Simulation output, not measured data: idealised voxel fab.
Name of the process module below: voxel wiring stack
180 nm wide, 5 nm square cells: that's cross-section cut.
Square cells in a grid make up a cross-section in this document, and the grid is given as bands, listed from the top down, each one or more rows of cells.
Heights first: top, then bottom, in nm. Then materials, left to right, each with a width in nm. "throughout" on a single material: fills the band edge to edge. "blank": empty space.
Heights are measured from 0, the level below which the as-received wafer is all one material; the lowest band has no bottom and continues downward, written as in "from 0 down".
Read "30..40" as a graded width: first number on top, second number at the bottom, same change between each pair of neighbouring rows.
"all unchanged" means the step left every cell of the cross-section as it was.
Empty spaces counting at least 8 cells and having no open way to the top are listed in "Enclosed voids". The notation width x height at distance is used for each, the distance being from the left edge and all three values in nm.
Where a step's line continues beyond its settings, the continuation is a remark by the simulator itself on that step.
overlay nm: how far to the right of its planned place the mask lay on this masked step (negative: to the left).
From here on the document is pairs. In a pair, the cross-section before one process step comes with the cross-section after it, and the latter goes no deeper than the lowest band that changed. What lies in between, the step and its settings, is written under the pair. A pair may be from a different run of this module on the same starting wafer than the pair above it, so it continues from that pair only where its entry headed "Preceding state" says so.
Preceding state:
    from 70 to 45: lowk throughout
    from 45 to 40: SiCN throughout
    from 40 to 35: 50 nm SiO2, 30 nm SiCN, 15 nm SiO2, 30 nm SiCN, 55 nm SiO2
    from 35 to 15: 50 nm SiO2, 5 nm SiCN, 20 nm W, 5 nm SiCN, 15 nm SiO2, 5 nm SiCN, 20 nm W, 5 nm SiCN, 55 nm SiO2
    from 15 to 10: 55 nm SiCN, 20 nm TiN, 25 nm SiCN, 20 nm TiN, 60 nm SiCN
    from 10 to 0: SiO2 throughout
    from 0 down: Si throughout
    Enclosed voids: none
Section, Post-Step:
    from 70 to 55: 55 nm lowk, 20 nm blank, 25 nm lowk, 20 nm blank, 60 nm lowk
    All layers under 55 are left as they were.
    Enclosed voids: none
Upper to lower cross-section via MASKED_ETCH with tone open, mask id METAL_2, width nm 20, pitch nm 45, etch materials lowk, depth nm 15, overlay nm 0
Preceding state: the cross-section after the pair above
Section, Post-Step:
    from 90 to 70: 55 nm resist, 15 nm blank, 110 nm resist
    from 70 to 55: 55 nm lowk, 15 nm blank, 5 nm resist, 25 nm lowk, 20 nm resist, 60 nm lowk
    All layers under 55 are left as they were.
    Enclosed voids: none
Upper to lower cross-section via PATTERN with tone open, mask id METAL_2_HOLES, material resist, width nm 15, thk nm 20, overlay nm 0
Preceding state: the cross-section after the pair above
Section, Post-Step:
    from 90 to 70: 55 nm resist, 15 nm blank, 110 nm resist
    from 70 to 55: 55 nm lowk, 15 nm blank, 5 nm resist, 25 nm lowk, 20 nm resist, 60 nm lowk
    from 55 to 45: 55 nm lowk, 15 nm blank, 110 nm lowk
    All layers under 45 are left as they were.
    Enclosed voids: none
Upper to lower cross-section via DIRECTIONAL_ETCH with etch materials lowk, depth nm 10
Preceding state: the cross-section after the pair above
Section, Post-Step:
    from 90 to 70: 55 nm resist, 15 nm blank, 110 nm resist
    from 70 to 55: 55 nm lowk, 15 nm blank, 5 nm resist, 25 nm lowk, 20 nm resist, 60 nm lowk
    from 55 to 45: 55 nm lowk, 15 nm blank, 110 nm lowk
    from 45 to 40: 55 nm SiCN, 15 nm blank, 110 nm SiCN
    All layers under 40 are left as they were.
    Enclosed voids: none
Upper to lower cross-section via DIRECTIONAL_ETCH with etch materials SiCN, depth nm 5
Preceding state: the cross-section after the pair above
Section, Post-Step:
    from 70 to 55: 55 nm lowk, 20 nm blank, 25 nm lowk, 20 nm blank, 60 nm lowk
    All layers under 55 are left as they were.
    Enclosed voids: none
Upper to lower cross-section via STRIP with etch materials resist
Preceding state: the cross-section after the pair above
Section, Post-Step:
    from 75 to 70: 60 nm TiN, 10 nm blank, 35 nm TiN, 10 nm blank, 65 nm TiN
    from 70 to 60: 55 nm lowk, 5 nm TiN, 10 nm blank, 5 nm TiN, 25 nm lowk, 5 nm TiN, 10 nm blank, 5 nm TiN, 60 nm lowk
    from 60 to 55: 55 nm lowk, 5 nm TiN, 5 nm blank, 10 nm TiN, 25 nm lowk, 20 nm TiN, 60 nm lowk
    from 55 to 45: 55 nm lowk, 5 nm TiN, 5 nm blank, 5 nm TiN, 110 nm lowk
    from 45 to 40: 55 nm SiCN, 15 nm TiN, 110 nm SiCN
    All layers under 40 are left as they were.
    Enclosed voids: none
Upper to lower cross-section via CONFORMAL_DEP with material TiN, thk nm 5
Preceding state: the cross-section after the pair above
Section, Post-Step:
    from 80 to 75: Cu throughout
    from 75 to 70: 60 nm TiN, 10 nm Cu, 35 nm TiN, 10 nm Cu, 65 nm TiN
    from 70 to 60: 55 nm lowk, 5 nm TiN, 10 nm Cu, 5 nm TiN, 25 nm lowk, 5 nm TiN, 10 nm Cu, 5 nm TiN, 60 nm lowk
    from 60 to 55: 55 nm lowk, 5 nm TiN, 5 nm Cu, 10 nm TiN, 25 nm lowk, 20 nm TiN, 60 nm lowk
    from 55 to 45: 55 nm lowk, 5 nm TiN, 5 nm Cu, 5 nm TiN, 110 nm lowk
    All layers under 45 are left as they were.
    Enclosed voids: none
Upper to lower cross-section via FILL_DEP with material Cu, thk nm 5
Preceding state: the cross-section after the pair above
Section, Post-Step:
    from 70 to 60: 55 nm lowk, 5 nm TiN, 10 nm Cu, 5 nm TiN, 25 nm lowk, 5 nm TiN, 10 nm Cu, 5 nm TiN, 60 nm lowk
    All layers under 60 are left as they were.
    Enclosed voids: none
Upper to lower cross-section via CMP with height nm 70
Preceding state: the cross-section after the pair above
Section, Post-Step:
    from 75 to 70: SiN throughout
    All layers under 70 are left as they were.
    Enclosed voids: none
Upper to lower cross-section via CONFORMAL_DEP with material SiN, thk nm 5
Preceding state:
    from 70 to 55: 55 nm lowk, 20 nm blank, 25 nm lowk, 20 nm blank, 60 nm lowk
    from 55 to 45: lowk throughout
    from 45 to 40: SiCN throughout
    from 40 to 20: 50 nm SiO2, 5 nm SiCN, 20 nm W, 5 nm SiCN, 15 nm SiO2, 5 nm SiCN, 20 nm W, 5 nm SiCN, 55 nm SiO2
    from 20 to 15: 55 nm SiCN, 20 nm TiN, 25 nm SiCN, 20 nm TiN, 60 nm SiCN
    from 15 to 0: SiO2 throughout
    from 0 down: Si throughout
    Enclosed voids: none
Section, Post-Step:
    from 90 to 70: 50 nm resist, 25 nm blank, 105 nm resist
    from 70 to 55: 55 nm lowk, 20 nm blank, 25 nm lowk, 20 nm resist, 60 nm lowk
    All layers under 55 are left as they were.
    Enclosed voids: none
Upper to lower cross-section via PATTERN with tone open, mask id METAL_2_HOLES, material resist, width nm 25, thk nm 20, overlay nm 0
Preceding state: the cross-section after the pair above
Section, Post-Step:
    from 90 to 70: 50 nm resist, 25 nm blank, 105 nm resist
    from 70 to 60: 50 nm lowk, 25 nm blank, 25 nm lowk, 20 nm resist, 60 nm lowk
    from 60 to 55: 55 nm lowk, 20 nm blank, 25 nm lowk, 20 nm resist, 60 nm lowk
    from 55 to 45: 55 nm lowk, 20 nm blank, 105 nm lowk
    All layers under 45 are left as they were.
    Enclosed voids: none
Upper to lower cross-section via DIRECTIONAL_ETCH with etch materials lowk, depth nm 10
Preceding state: the cross-section after the pair above
Section, Post-Step:
    from 90 to 70: 50 nm resist, 25 nm blank, 105 nm resist
    from 70 to 60: 50 nm lowk, 25 nm blank, 25 nm lowk, 20 nm resist, 60 nm lowk
    from 60 to 55: 55 nm lowk, 20 nm blank, 25 nm lowk, 20 nm resist, 60 nm lowk
    from 55 to 45: 55 nm lowk, 20 nm blank, 105 nm lowk
    from 45 to 40: 55 nm SiCN, 20 nm blank, 105 nm SiCN
    All layers under 40 are left as they were.
    Enclosed voids: none
Upper to lower cross-section via DIRECTIONAL_ETCH with etch materials SiCN, depth nm 5
Preceding state: the cross-section after the pair above
Section, Post-Step:
    from 70 to 60: 50 nm lowk, 25 nm blank, 25 nm lowk, 20 nm blank, 60 nm lowk
    from 60 to 55: 55 nm lowk, 20 nm blank, 25 nm lowk, 20 nm blank, 60 nm lowk
    All layers under 55 are left as they were.
    Enclosed voids: none
Upper to lower cross-section via STRIP with etch materials resist
Preceding state: the cross-section after the pair above
Section, Post-Step:
    from 75 to 70: 55 nm TiN, 15 nm blank, 35 nm TiN, 10 nm blank, 65 nm TiN
    from 70 to 60: 50 nm lowk, 5..10 nm TiN, 15..10 nm blank, 5 nm TiN, 25 nm lowk, 5 nm TiN, 10 nm blank, 5 nm TiN, 60 nm lowk
    from 60 to 55: 55 nm lowk, 5 nm TiN, 10 nm blank, 5 nm TiN, 25 nm lowk, 20 nm TiN, 60 nm lowk
    from 55 to 45: 55 nm lowk, 5 nm TiN, 10 nm blank, 5 nm TiN, 105 nm lowk
    from 45 to 40: 55 nm SiCN, 20 nm TiN, 105 nm SiCN
    All layers under 40 are left as they were.
    Enclosed voids: none
Upper to lower cross-section via CONFORMAL_DEP with material TiN, thk nm 5
Preceding state: the cross-section after the pair above
Section, Post-Step:
    from 80 to 75: Cu throughout
    from 75 to 70: 55 nm TiN, 15 nm Cu, 35 nm TiN, 10 nm Cu, 65 nm TiN
    from 70 to 60: 50 nm lowk, 5..10 nm TiN, 15..10 nm Cu, 5 nm TiN, 25 nm lowk, 5 nm TiN, 10 nm Cu, 5 nm TiN, 60 nm lowk
    from 60 to 55: 55 nm lowk, 5 nm TiN, 10 nm Cu, 5 nm TiN, 25 nm lowk, 20 nm TiN, 60 nm lowk
    from 55 to 45: 55 nm lowk, 5 nm TiN, 10 nm Cu, 5 nm TiN, 105 nm lowk
    All layers under 45 are left as they were.
    Enclosed voids: none
Upper to lower cross-section via FILL_DEP with material Cu, thk nm 5
Preceding state: the cross-section after the pair above
Section, Post-Step:
    from 70 to 60: 50 nm lowk, 5..10 nm TiN, 15..10 nm Cu, 5 nm TiN, 25 nm lowk, 5 nm TiN, 10 nm Cu, 5 nm TiN, 60 nm lowk
    All layers under 60 are left as they were.
    Enclosed voids: none
Upper to lower cross-section via CMP with height nm 70
Preceding state: the cross-section after the pair above
Section, Post-Step:
    from 75 to 70: SiN throughout
    All layers under 70 are left as they were.
    Enclosed voids: none
Upper to lower cross-section via CONFORMAL_DEP with material SiN, thk nm 5
Preceding state:
    from 70 to 55: 55 nm lowk, 20 nm blank, 25 nm lowk, 20 nm blank, 60 nm lowk
    from 55 to 45: lowk throughout
    from 45 to 40: SiCN throughout
    from 40 to 20: 50 nm SiO2, 5 nm SiCN, 20 nm W, 5 nm SiCN, 15 nm SiO2, 5 nm SiCN, 20 nm W, 5 nm SiCN, 55 nm SiO2
    from 20 to 15: 55 nm SiCN, 20 nm TiN, 25 nm SiCN, 20 nm TiN, 60 nm SiCN
    from 15 to 0: SiO2 throughout
    from 0 down: Si throughout
    Enclosed voids: none
Section, Post-Step:
    from 90 to 70: 65 nm resist, 15 nm blank, 100 nm resist
    from 70 to 55: 55 nm lowk, 10 nm resist, 10 nm blank, 25 nm lowk, 20 nm resist, 60 nm lowk
    All layers under 55 are left as they were.
    Enclosed voids: none
Upper to lower cross-section via PATTERN with tone open, mask id METAL_2_HOLES, material resist, width nm 15, thk nm 20, overlay nm 10
Preceding state: the cross-section after the pair above
Section, Post-Step:
    from 90 to 70: 65 nm resist, 15 nm blank, 100 nm resist
    from 70 to 60: 55 nm lowk, 10 nm resist, 15 nm blank, 20 nm lowk, 20 nm resist, 60 nm lowk
    from 60 to 55: 55 nm lowk, 10 nm resist, 10 nm blank, 25 nm lowk, 20 nm resist, 60 nm lowk
    from 55 to 45: 65 nm lowk, 10 nm blank, 105 nm lowk
    All layers under 45 are left as they were.
    Enclosed voids: none
Upper to lower cross-section via DIRECTIONAL_ETCH with etch materials lowk, depth nm 10
Preceding state: the cross-section after the pair above
Section, Post-Step:
    from 90 to 70: 65 nm resist, 15 nm blank, 100 nm resist
    from 70 to 60: 55 nm lowk, 10 nm resist, 15 nm blank, 20 nm lowk, 20 nm resist, 60 nm lowk
    from 60 to 55: 55 nm lowk, 10 nm resist, 10 nm blank, 25 nm lowk, 20 nm resist, 60 nm lowk
    from 55 to 45: 65 nm lowk, 10 nm blank, 105 nm lowk
    from 45 to 40: 65 nm SiCN, 10 nm blank, 105 nm SiCN
    All layers under 40 are left as they were.
    Enclosed voids: none
Upper to lower cross-section via DIRECTIONAL_ETCH with etch materials SiCN, depth nm 5
Preceding state: the cross-section after the pair above
Section, Post-Step:
    from 70 to 60: 55 nm lowk, 25 nm blank, 20 nm lowk, 20 nm blank, 60 nm lowk
    from 60 to 55: 55 nm lowk, 20 nm blank, 25 nm lowk, 20 nm blank, 60 nm lowk
    All layers under 55 are left as they were.
    Enclosed voids: none
Upper to lower cross-section via STRIP with etch materials resist
Preceding state: the cross-section after the pair above
Section, Post-Step:
    from 75 to 70: 60 nm TiN, 15 nm blank, 30 nm TiN, 10 nm blank, 65 nm TiN
    from 70 to 60: 55 nm lowk, 5 nm TiN, 15..10 nm blank, 5..10 nm TiN, 20 nm lowk, 5 nm TiN, 10 nm blank, 5 nm TiN, 60 nm lowk
    from 60 to 55: 55 nm lowk, 20 nm TiN, 25 nm lowk, 20 nm TiN, 60 nm lowk
    from 55 to 45: 65 nm lowk, 10 nm TiN, 105 nm lowk
    from 45 to 40: 65 nm SiCN, 10 nm TiN, 105 nm SiCN
    All layers under 40 are left as they were.
    Enclosed voids: none
Upper to lower cross-section via CONFORMAL_DEP with material TiN, thk nm 5
Preceding state: the cross-section after the pair above
Section, Post-Step:
    from 80 to 75: Cu throughout
    from 75 to 70: 60 nm TiN, 15 nm Cu, 30 nm TiN, 10 nm Cu, 65 nm TiN
    from 70 to 60: 55 nm lowk, 5 nm TiN, 15..10 nm Cu, 5..10 nm TiN, 20 nm lowk, 5 nm TiN, 10 nm Cu, 5 nm TiN, 60 nm lowk
    All layers under 60 are left as they were.
    Enclosed voids: none
Upper to lower cross-section via FILL_DEP with material Cu, thk nm 5
Preceding state: the cross-section after the pair above
Section, Post-Step:
    from 70 to 60: 55 nm lowk, 5 nm TiN, 15..10 nm Cu, 5..10 nm TiN, 20 nm lowk, 5 nm TiN, 10 nm Cu, 5 nm TiN, 60 nm lowk
    All layers under 60 are left as they were.
    Enclosed voids: none
Upper to lower cross-section via CMP with height nm 70
Preceding state: the cross-section after the pair above
Section, Post-Step:
    from 75 to 70: SiN throughout
    All layers under 70 are left as they were.
    Enclosed voids: none
Upper to lower cross-section via CONFORMAL_DEP with material SiN, thk nm 5
Preceding state:
    from 40 to 20: 50 nm SiO2, 5 nm SiCN, 20 nm W, 5 nm SiCN, 15 nm SiO2, 5 nm SiCN, 20 nm W, 5 nm SiCN, 55 nm SiO2
    from 20 to 15: 55 nm SiCN, 20 nm TiN, 25 nm SiCN, 20 nm TiN, 60 nm SiCN
    from 15 to 0: SiO2 throughout
    from 0 down: Si throughout
    Enclosed voids: none
Section, Post-Step:
    from 45 to 40: lowk throughout
    All layers under 40 are left as they were.
    Enclosed voids: none
Upper to lower cross-section via CONFORMAL_DEP with material lowk, thk nm 5
Preceding state: the cross-section after the pair above
Section, Post-Step:
    from 70 to 40: lowk throughout
    All layers under 40 are left as they were.
    Enclosed voids: none
Upper to lower cross-section via DIRECTIONAL_DEP with material lowk, thk nm 25
Preceding state: the cross-section after the pair above
Section, Post-Step:
    from 70 to 55: 55 nm lowk, 20 nm blank, 25 nm lowk, 20 nm blank, 60 nm lowk
    All layers under 55 are left as they were.
    Enclosed voids: none
Upper to lower cross-section via MASKED_ETCH with tone open, mask id METAL_2, width nm 20, pitch nm 45, etch materials lowk, depth nm 15, overlay nm 0
Preceding state: the cross-section after the pair above
Section, Post-Step:
    from 90 to 70: 55 nm resist, 15 nm blank, 110 nm resist
    from 70 to 55: 55 nm lowk, 15 nm blank, 5 nm resist, 25 nm lowk, 20 nm resist, 60 nm lowk
    All layers under 55 are left as they were.
    Enclosed voids: none
Upper to lower cross-section via PATTERN with tone open, mask id METAL_2_HOLES, material resist, width nm 15, thk nm 20, overlay nm 0
Preceding state: the cross-section after the pair above
Section, Post-Step:
    from 90 to 70: 55 nm resist, 15 nm blank, 110 nm resist
    from 70 to 55: 55 nm lowk, 15 nm blank, 5 nm resist, 25 nm lowk, 20 nm resist, 60 nm lowk
    from 55 to 45: 55 nm lowk, 15 nm blank, 110 nm lowk
    All layers under 45 are left as they were.
    Enclosed voids: none
Upper to lower cross-section via DIRECTIONAL_ETCH with etch materials lowk, depth nm 10
Preceding state: the cross-section after the pair above
Section, Post-Step:
    from 70 to 55: 55 nm lowk, 20 nm blank, 25 nm lowk, 20 nm blank, 60 nm lowk
    All layers under 55 are left as they were.
    Enclosed voids: none
Upper to lower cross-section via STRIP with etch materials resist
Preceding state: the cross-section after the pair above
Section, Post-Step:
    from 75 to 70: 60 nm TiN, 10 nm blank, 35 nm TiN, 10 nm blank, 65 nm TiN
    from 70 to 60: 55 nm lowk, 5 nm TiN, 10 nm blank, 5 nm TiN, 25 nm lowk, 5 nm TiN, 10 nm blank, 5 nm TiN, 60 nm lowk
    from 60 to 55: 55 nm lowk, 5 nm TiN, 5 nm blank, 10 nm TiN, 25 nm lowk, 20 nm TiN, 60 nm lowk
    from 55 to 50: 55 nm lowk, 5 nm TiN, 5 nm blank, 5 nm TiN, 110 nm lowk
    from 50 to 45: 55 nm lowk, 15 nm TiN, 110 nm lowk
    All layers under 45 are left as they were.
    Enclosed voids: none
Upper to lower cross-section via CONFORMAL_DEP with material TiN, thk nm 5
Preceding state: the cross-section after the pair above
Section, Post-Step:
    from 80 to 75: Cu throughout
    from 75 to 70: 60 nm TiN, 10 nm Cu, 35 nm TiN, 10 nm Cu, 65 nm TiN
    from 70 to 60: 55 nm lowk, 5 nm TiN, 10 nm Cu, 5 nm TiN, 25 nm lowk, 5 nm TiN, 10 nm Cu, 5 nm TiN, 60 nm lowk
    from 60 to 55: 55 nm lowk, 5 nm TiN, 5 nm Cu, 10 nm TiN, 25 nm lowk, 20 nm TiN, 60 nm lowk
    from 55 to 50: 55 nm lowk, 5 nm TiN, 5 nm Cu, 5 nm TiN, 110 nm lowk
    All layers under 50 are left as they were.
    Enclosed voids: none
Upper to lower cross-section via FILL_DEP with material Cu, thk nm 5
Preceding state: the cross-section after the pair above
Section, Post-Step:
    from 70 to 60: 55 nm lowk, 5 nm TiN, 10 nm Cu, 5 nm TiN, 25 nm lowk, 5 nm TiN, 10 nm Cu, 5 nm TiN, 60 nm lowk
    All layers under 60 are left as they were.
    Enclosed voids: none
Upper to lower cross-section via CMP with height nm 70
Preceding state: the cross-section after the pair above
Section, Post-Step:
    from 75 to 70: SiN throughout
    All layers under 70 are left as they were.
    Enclosed voids: none
Upper to lower cross-section via CONFORMAL_DEP with material SiN, thk nm 5
Preceding state:
    from 70 to 45: lowk throughout
    from 45 to 40: SiCN throughout
    from 40 to 20: 50 nm SiO2, 5 nm SiCN, 20 nm W, 5 nm SiCN, 15 nm SiO2, 5 nm SiCN, 20 nm W, 5 nm SiCN, 55 nm SiO2
    from 20 to 15: 55 nm SiCN, 20 nm TiN, 25 nm SiCN, 20 nm TiN, 60 nm SiCN
    from 15 to 0: SiO2 throughout
    from 0 down: Si throughout
    Enclosed voids: none
Section, Post-Step:
    from 70 to 55: 55 nm blank, 20 nm lowk, 25 nm blank, 20 nm lowk, 60 nm blank
    All layers under 55 are left as they were.
    Enclosed voids: none
Upper to lower cross-section via MASKED_ETCH with tone cover, mask id METAL_2, width nm 20, pitch nm 45, etch materials lowk, depth nm 15, overlay nm 0
Preceding state: the cross-section after the pair above
Section, Post-Step:
    from 90 to 70: 55 nm resist, 15 nm blank, 110 nm resist
    from 70 to 55: 55 nm resist, 20 nm lowk, 25 nm resist, 20 nm lowk, 60 nm resist
    All layers under 55 are left as they were.
    Enclosed voids: none
Upper to lower cross-section via PATTERN with tone open, mask id METAL_2_HOLES, material resist, width nm 15, thk nm 20, overlay nm 0
Preceding state: the cross-section after the pair above
Section, Post-Step:
    from 90 to 70: 55 nm resist, 15 nm blank, 110 nm resist
    from 70 to 60: 55 nm resist, 15 nm blank, 5 nm lowk, 25 nm resist, 20 nm lowk, 60 nm resist
    All layers under 60 are left as they were.
    Enclosed voids: none
Upper to lower cross-section via DIRECTIONAL_ETCH with etch materials lowk, depth nm 10
Preceding state: the cross-section after the pair above
Section, Post-Step:
    from 70 to 60: 70 nm blank, 5 nm lowk, 25 nm blank, 20 nm lowk, 60 nm blank
    from 60 to 55: 55 nm blank, 20 nm lowk, 25 nm blank, 20 nm lowk, 60 nm blank
    All layers under 55 are left as they were.
    Enclosed voids: none
Upper to lower cross-section via STRIP with etch materials resist
Preceding state: the cross-section after the pair above
Section, Post-Step:
    from 75 to 70: 65 nm blank, 15 nm TiN, 15 nm blank, 30 nm TiN, 55 nm blank
    from 70 to 60: 65..50 nm blank, 5..20 nm TiN, 5 nm lowk, 5 nm TiN, 15 nm blank, 5 nm TiN, 20 nm lowk, 5 nm TiN, 55 nm blank
    from 60 to 55: 55 nm TiN, 20 nm lowk, 25 nm TiN, 20 nm lowk, 60 nm TiN
    All layers under 55 are left as they were.
    Enclosed voids: none
Upper to lower cross-section via CONFORMAL_DEP with material TiN, thk nm 5
Preceding state: the cross-section after the pair above
Section, Post-Step:
    from 80 to 75: Cu throughout
    from 75 to 70: 65 nm Cu, 15 nm TiN, 15 nm Cu, 30 nm TiN, 55 nm Cu
    from 70 to 60: 65..50 nm Cu, 5..20 nm TiN, 5 nm lowk, 5 nm TiN, 15 nm Cu, 5 nm TiN, 20 nm lowk, 5 nm TiN, 55 nm Cu
    All layers under 60 are left as they were.
    Enclosed voids: none
Upper to lower cross-section via FILL_DEP with material Cu, thk nm 5
Preceding state: the cross-section after the pair above
Section, Post-Step:
    from 70 to 60: 65..50 nm Cu, 5..20 nm TiN, 5 nm lowk, 5 nm TiN, 15 nm Cu, 5 nm TiN, 20 nm lowk, 5 nm TiN, 55 nm Cu
    All layers under 60 are left as they were.
    Enclosed voids: none
Upper to lower cross-section via CMP with height nm 70
Preceding state: the cross-section after the pair above
Section, Post-Step:
    from 75 to 70: SiN throughout
    All layers under 70 are left as they were.
    Enclosed voids: none
Upper to lower cross-section via CONFORMAL_DEP with material SiN, thk nm 5
